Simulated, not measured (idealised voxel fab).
Module name: voxel wiring stack (process module)
Section cut is 220 nm wide and gridded with 5 nm square cells.
How to read a cross-section here: the picture is a grid of square cells, written as bands going from the top down, and any band can span one or more rows of cells.
Each band's line starts with the height of the band's top and of its bottom, in nm. Then come its materials from left to right, each with its width in nm. One material with "edge to edge" fills the band from edge to edge. "empty" is empty space.
The reference from which all heights are counted is 0, the level beneath which the as-received wafer is entirely one material; the lowest band, having no lower bound, proceeds downward and is written after the example "0 and below".
The width entry "30..40" should be interpreted row by row: the top row of cells in the band takes the first number, the bottom row takes the second number, and the change between adjacent rows is uniform throughout.
Given "no alteration" for a step, no cell of the cross-section differs between before and after that step.
Closed-off voids of 8+ cells (no open route to the top) go in "Sealed void listing", written width x height at distance from the left edge, in nm.
Whatever follows a step's settings on its line is a remark the simulator itself makes about that step.
overlay nm: on a step with a mask, how far right of its planned place the mask lay; negative means left.
[List of planned process steps]
1) RECEIVE,material Si
2) CONFORMAL_DEP,material SiO2,thk nm 10
3) DIRECTIONAL_DEP,material TiN,thk nm 5
4) DIRECTIONAL_DEP,material Ru,thk nm 20
5) DIRECTIONAL_DEP,material aC,thk nm 15
6) PATTERN,tone cover,mask id METAL_1,material resist,width nm 20,pitch nm 45,thk nm 35,overlay nm 0
7) DIRECTIONAL_ETCH,etch materials aC,depth nm 15
8) STRIP,etch materials resist
9) DIRECTIONAL_ETCH,etch materials Ru,depth nm 20
10) DIRECTIONAL_ETCH,etch materials TiN,depth nm 5
11) STRIP,etch materials aC
12) CONFORMAL_DEP,material SiCN,thk nm 5
13) FILL_DEP,material lowk,thk nm 5
14) CMP,height nm 35
15) CONFORMAL_DEP,material SiCN,thk nm 5
16) DIRECTIONAL_DEP,material lowk,thk nm 15
17) DIRECTIONAL_DEP,material aC,thk nm 10
18) PATTERN,tone open,mask id PLUG_1,material resist,width nm 15,pitch nm 45,thk nm 25,overlay nm 0
19) DIRECTIONAL_ETCH,etch materials aC,depth nm 10
20) STRIP,etch materials resist
21) DIRECTIONAL_ETCH,etch materials lowk,depth nm 15
22) DIRECTIONAL_ETCH,etch materials SiCN,depth nm 5
23) STRIP,etch materials aC
24) EPI,material Ru,thk nm 10
25) EPI,material Ru,thk nm 10
26) DIRECTIONAL_DEP,material TiN,thk nm 5
27) DIRECTIONAL_DEP,material W,thk nm 25
28) DIRECTIONAL_DEP,material aC,thk nm 15
29) PATTERN,tone cover,mask id METAL_2,material resist,width nm 20,pitch nm 45,thk nm 30,overlay nm 0
30) DIRECTIONAL_ETCH,etch materials aC,depth nm 15
31) STRIP,etch materials resist
32) DIRECTIONAL_ETCH,etch materials W,depth nm 25
33) DIRECTIONAL_ETCH,etch materials TiN,depth nm 5
34) STRIP,etch materials aC
35) FILL_DEP,material lowk,thk nm 10
36) CMP,height nm 85
37) CONFORMAL_DEP,material SiCN,thk nm 5
38) DIRECTIONAL_DEP,material lowk,thk nm 30
39) PATTERN,tone open,mask id METAL_3,material resist,width nm 20,pitch nm 45,thk nm 20,overlay nm 0
40) DIRECTIONAL_ETCH,etch materials lowk,depth nm 15
41) STRIP,etch materials resist
42) MASKED_ETCH,tone open,mask id METAL_3_HOLES,width nm 15,pitch nm 45,etch materials lowk,depth nm 15,overlay nm 0
43) MASKED_ETCH,tone open,mask id METAL_3_HOLES,width nm 15,pitch nm 45,etch materials SiCN,depth nm 5,overlay nm 0
44) CONFORMAL_DEP,material TiN,thk nm 5
45) FILL_DEP,material Cu,thk nm 5
46) CMP,height nm 120
47) CONFORMAL_DEP,material SiN,thk nm 5
[As-received wafer cross-section (after step 1)]
> 0 and below: Si edge to edge
> Sealed void listing: none
[Post-module cross-section of the first of two wafers (run per plan)]
> 125 down to 120: SiN edge to edge
> 120 down to 110: lowk=75; TiN=5; Cu=10; TiN=5; lowk=25; TiN=5; Cu=10; TiN=5; lowk=80
> 110 down to 105: lowk=75; TiN=5; Cu=5; TiN=10; lowk=25; TiN=5; Cu=5; TiN=10; lowk=80
> 105 down to 90: lowk=75; TiN=5; Cu=5; TiN=5; lowk=30; TiN=5; Cu=5; TiN=5; lowk=85
> 90 down to 85: SiCN=75; TiN=15; SiCN=30; TiN=15; SiCN=85
> 85 down to 60: lowk=75; W=20; lowk=25; W=20; lowk=80
> 60 down to 55: lowk=75; TiN=20; lowk=25; TiN=20; lowk=80
> 55 down to 40: lowk=75; Ru=15; lowk=30; Ru=15; lowk=85
> 40 down to 35: SiCN=75; Ru=15; SiCN=30; Ru=15; SiCN=85
> 35 down to 15: lowk=70; SiCN=5; Ru=20; SiCN=5; lowk=15; SiCN=5; Ru=20; SiCN=5; lowk=75
> 15 down to 10: SiCN=75; TiN=20; SiCN=25; TiN=20; SiCN=80
> 10 down to 0: SiO2 edge to edge
> 0 and below: Si edge to edge
> Sealed void listing: none
[This cross-section belongs to the second wafer of two at the end of the module; the start and the plan were shared with the first, and the run included one mistake]
> 125 down to 120: SiN edge to edge
> 120 down to 110: lowk=75; TiN=5; Cu=10; TiN=5; lowk=25; TiN=5; Cu=10; TiN=5; lowk=80
> 110 down to 105: lowk=75; TiN=5; Cu=5; TiN=10; lowk=25; TiN=5; Cu=5; TiN=10; lowk=80
> 105 down to 90: lowk=75; TiN=5; Cu=5; TiN=5; lowk=30; TiN=5; Cu=5; TiN=5; lowk=85
> 90 down to 85: SiCN=75; TiN=15; SiCN=30; TiN=15; SiCN=85
> 85 down to 60: W=75; lowk=20; W=25; lowk=20; W=80
> 60 down to 55: TiN=75; lowk=20; TiN=25; lowk=20; TiN=80
> 55 down to 40: lowk=75; Ru=15; lowk=30; Ru=15; lowk=85
> 40 down to 35: SiCN=75; Ru=15; SiCN=30; Ru=15; SiCN=85
> 35 down to 15: lowk=70; SiCN=5; Ru=20; SiCN=5; lowk=15; SiCN=5; Ru=20; SiCN=5; lowk=75
> 15 down to 10: SiCN=75; TiN=20; SiCN=25; TiN=20; SiCN=80
> 10 down to 0: SiO2 edge to edge
> 0 and below: Si edge to edge
> Sealed void listing: none
Short version of what went wrong: in deviation from the planned setting, step 29 was conducted as PATTERN,tone open,mask id METAL_2,material resist,width nm 20,pitch nm 45,thk nm 30,overlay nm 0
Final tally in cells, some materials are higher or lower on the second wafer than on the first: TiN +28 | W +140 | lowk -168
